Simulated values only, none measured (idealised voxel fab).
The process module that follows is named voxel self aligned contacts.
In the cross-section labelled cut, the width is 210 nm and each square cell is 5 nm.
Throughout this document, each cross-section is represented as a grid of square cells and is presented as a sequence of bands enumerated from the top downward, where a band comprises one or more rows of cells. The entry gives the band's vertical extent as a top height and a bottom height in nm, then its horizontal make-up as materials from left to right, each with a width in nm. "empty" stands for empty space; a single material marked "all across" fills the band edge to edge. Heads up on the height convention: 0 is the point under which the incoming wafer is all one material, and the lowest band has no bottom, it just keeps going down, like "0 nm and below". Width "30 to 40": first value at the band's top row of cells, second value at its bottom row, equal change from row to row. Step marked "no alterations made"? Then no cell in the cross-section changed in it. This entry, "Enclosed internal cavities", enumerates those empty regions of no fewer than 8 cells that possess no open connection to the top. Each region is reported in the form width x height at distance, the distance being taken from the left edge, with all three quantities expressed in nm. Step line, after settings: the simulator's comment on this step. The setting "overlay nm" may be written on the line of a step. When the step uses a mask, the value reports how far to the right of the planned place the mask lay, and a negative value reports that it lay to the left.
### The process steps that were planned are listed below
1: RECEIVE,material Si
2: CONFORMAL_DEP,material SiO2,thk nm 5
3: DIRECTIONAL_DEP,material polySi,thk nm 30
4: DIRECTIONAL_DEP,material SiN,thk nm 15
5: MASKED_ETCH,tone cover,mask id GATE,width nm 30,pitch nm 55,etch materials SiN,depth nm 15,overlay nm 0
6: MASKED_ETCH,tone cover,mask id GATE,width nm 30,pitch nm 55,etch materials polySi,depth nm 30,overlay nm 0
7: CONFORMAL_DEP,material SiN,thk nm 5
8: DIRECTIONAL_ETCH,etch materials SiN,depth nm 5
9: FILL_DEP,material SiO2,thk nm 20
10: CMP,height nm 60
11: MASKED_ETCH,tone open,mask id CONTACT,width nm 35,etch materials SiO2,depth nm 60,overlay nm 0
12: CONFORMAL_DEP,material TiN,thk nm 5
13: FILL_DEP,material Ru,thk nm 5
14: CMP,height nm 60
15: CONFORMAL_DEP,material SiCN,thk nm 5
### Cross-section, incoming material, after step 1
    0 nm and below | Si all across
    Enclosed internal cavities: none
### Below is the wafer in cross-section after the module was completed. It began from the starting point shown above and followed the plan shown above, except that one mistake was made while running it
    65 nm to 60 nm | SiCN all across
    60 nm to 50 nm | 85 nm SiO2, 5 to 15 nm TiN, 25 to 5 nm Ru, 5 to 15 nm TiN, 90 nm SiO2
    50 nm to 25 nm | 55 nm SiO2, 5 nm SiN, 30 nm polySi, 5 nm SiN, 5 nm TiN, 5 nm Ru, 5 nm TiN, 5 nm SiN, 30 nm polySi, 5 nm SiN, 60 nm SiO2
    25 nm to 20 nm | 55 nm SiO2, 5 nm SiN, 30 nm polySi, 5 nm SiN, 15 nm TiN, 5 nm SiN, 30 nm polySi, 5 nm SiN, 60 nm SiO2
    20 nm to 5 nm | SiN all across
    5 nm to 0 nm | SiO2 all across
    0 nm and below | Si all across
    Enclosed internal cavities: none
What was the processing mistake? steps 3 and 4: order swapped relative to plan
